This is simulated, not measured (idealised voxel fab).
Title: Process Module voxel ribs on slabs
The cross-section shown here is cut; it is 285 nm wide and divided into square cells measuring 5 nm on a side.
Reading order for cross-sections: top band down to bottom band. Underlying form: a grid of square cells. Band size: one or more rows of cells. In this notation a band is specified by the heights of its top and bottom, in that order and in nm, after which its materials appear from left to right, each paired with its width in nm. The word "all across" attached to a single material means that material fills the band from edge to edge; the word "air" stands for empty space. Counting heights begins at 0, where everything beneath is, in the wafer as received, one material. The lowest band has no bottom; it goes on downwards, as "0 and below" shows. Width spec "30 to 40" -> top row of cells at first value, bottom row at second value, equal per-row change in between. "changes: none" after a step means that no cell of the cross-section changed. In the "Catalogued sealed voids" entry, you get each enclosed empty space of 8 cells or more, one with no open way to the top, written width x height at distance, distance from the left edge, in nm. Text after the settings on a step's line: the simulator's own remark on that step. overlay nm: on a step with a mask, how far right of its planned place the mask lay; negative means left.

[Below is the list of planned process steps]
- 1: RECEIVE | material Si
- 2: DIRECTIONAL_DEP | material SiO2 | thk nm 20
- 3: DIRECTIONAL_DEP | material polySi | thk nm 25
- 4: DIRECTIONAL_DEP | material aC | thk nm 15
- 5: PATTERN | tone cover | mask id RIB | material resist | width nm 20 | thk nm 35 | overlay nm 0
- 6: DIRECTIONAL_ETCH | etch materials aC | depth nm 15
- 7: STRIP | etch materials resist
- 8: DIRECTIONAL_ETCH | etch materials polySi | depth nm 20
- 9: STRIP | etch materials aC
- 10: MASKED_ETCH | tone cover | mask id SLAB | width nm 60 | etch materials polySi | depth nm 5 | overlay nm 0
- 11: FILL_DEP | material SiO2 | thk nm 25
- 12: CMP | height nm 60
- 13: DIRECTIONAL_DEP | material W | thk nm 10
- 14: DIRECTIONAL_DEP | material aC | thk nm 15
- 15: PATTERN | tone cover | mask id HEATER | material resist | width nm 30 | thk nm 35 | overlay nm 0
- 16: DIRECTIONAL_ETCH | etch materials aC | depth nm 15
- 17: STRIP | etch materials resist
- 18: DIRECTIONAL_ETCH | etch materials W | depth nm 10
- 19: STRIP | etch materials aC
- 20: CONFORMAL_DEP | material SiO2 | thk nm 10

[first wafer, as planned]

[Wafer as received: cross-section following step 1]
> 0 and below: Si all across
> Catalogued sealed voids: none

[Take a look at the wafer's cross-section after step 2]
> 20 down to 0: SiO2 all across
> Below 0, the layers are the same as they were.

[Take a look at the wafer's cross-section after step 3]
> 45 down to 20: polySi all across
> Below 20, the layers are the same as they were.

[Take a look at the wafer's cross-section after step 4]
> 60 down to 45: aC all across
> Below 45, the layers are the same as they were.

[Take a look at the wafer's cross-section after step 5]
> 95 down to 60: air: 130; resist: 20; air: 135
> Below 60, the layers are the same as they were.

[Take a look at the wafer's cross-section after step 6]
> 80 down to 60: air: 130; resist: 20; air: 135
> 60 down to 45: air: 130; aC: 20; air: 135
> Below 45, the layers are the same as they were.

[Take a look at the wafer's cross-section after step 7]
> 60 down to 45: air: 130; aC: 20; air: 135
> Below 45, the layers are the same as they were.

[Take a look at the wafer's cross-section after step 8]
> 60 down to 45: air: 130; aC: 20; air: 135
> 45 down to 25: air: 130; polySi: 20; air: 135
> Below 25, the layers are the same as they were.

[Take a look at the wafer's cross-section after step 9]
> 45 down to 25: air: 130; polySi: 20; air: 135
> Below 25, the layers are the same as they were.

[Take a look at the wafer's cross-section after step 10]
> 45 down to 25: air: 130; polySi: 20; air: 135
> 25 down to 20: air: 110; polySi: 60; air: 115
> Below 20, the layers are the same as they were.

[Take a look at the wafer's cross-section after step 11]
> 70 down to 45: SiO2 all across
> 45 down to 25: SiO2: 130; polySi: 20; SiO2: 135
> 25 down to 20: SiO2: 110; polySi: 60; SiO2: 115
> Below 20, the layers are the same as they were.

[Take a look at the wafer's cross-section after step 12]
> 60 down to 45: SiO2 all across
> Below 45, the layers are the same as they were.

[Take a look at the wafer's cross-section after step 13]
> 70 down to 60: W all across
> Below 60, the layers are the same as they were.

[Take a look at the wafer's cross-section after step 14]
> 85 down to 70: aC all across
> Below 70, the layers are the same as they were.

[Take a look at the wafer's cross-section after step 15]
> 120 down to 85: air: 125; resist: 30; air: 130
> Below 85, the layers are the same as they were.

[Take a look at the wafer's cross-section after step 16]
> 105 down to 85: air: 125; resist: 30; air: 130
> 85 down to 70: air: 125; aC: 30; air: 130
> Below 70, the layers are the same as they were.

[Take a look at the wafer's cross-section after step 17]
> 85 down to 70: air: 125; aC: 30; air: 130
> Below 70, the layers are the same as they were.

[Take a look at the wafer's cross-section after step 18]
> 85 down to 70: air: 125; aC: 30; air: 130
> 70 down to 60: air: 125; W: 30; air: 130
> Below 60, the layers are the same as they were.

[Take a look at the wafer's cross-section after step 19]
> 70 down to 60: air: 125; W: 30; air: 130
> Below 60, the layers are the same as they were.

[Take a look at the wafer's cross-section after step 20]
> 80 down to 70: air: 115; SiO2: 50; air: 120
> 70 down to 60: SiO2: 125; W: 30; SiO2: 130
> Below 60, the layers are the same as they were.

[Notes, second wafer: start = first wafer's, plan = first wafer's, execution had one mistake; history identical to first through step 19]

when step 20 should have ended: changes: none
Short version of what went wrong: yeah, step 20 of the plan got skipped, never ran
Looking at both finished wafers in cells, the second ends up ahead of or behind the first on some materials: 122 fewer of SiO2
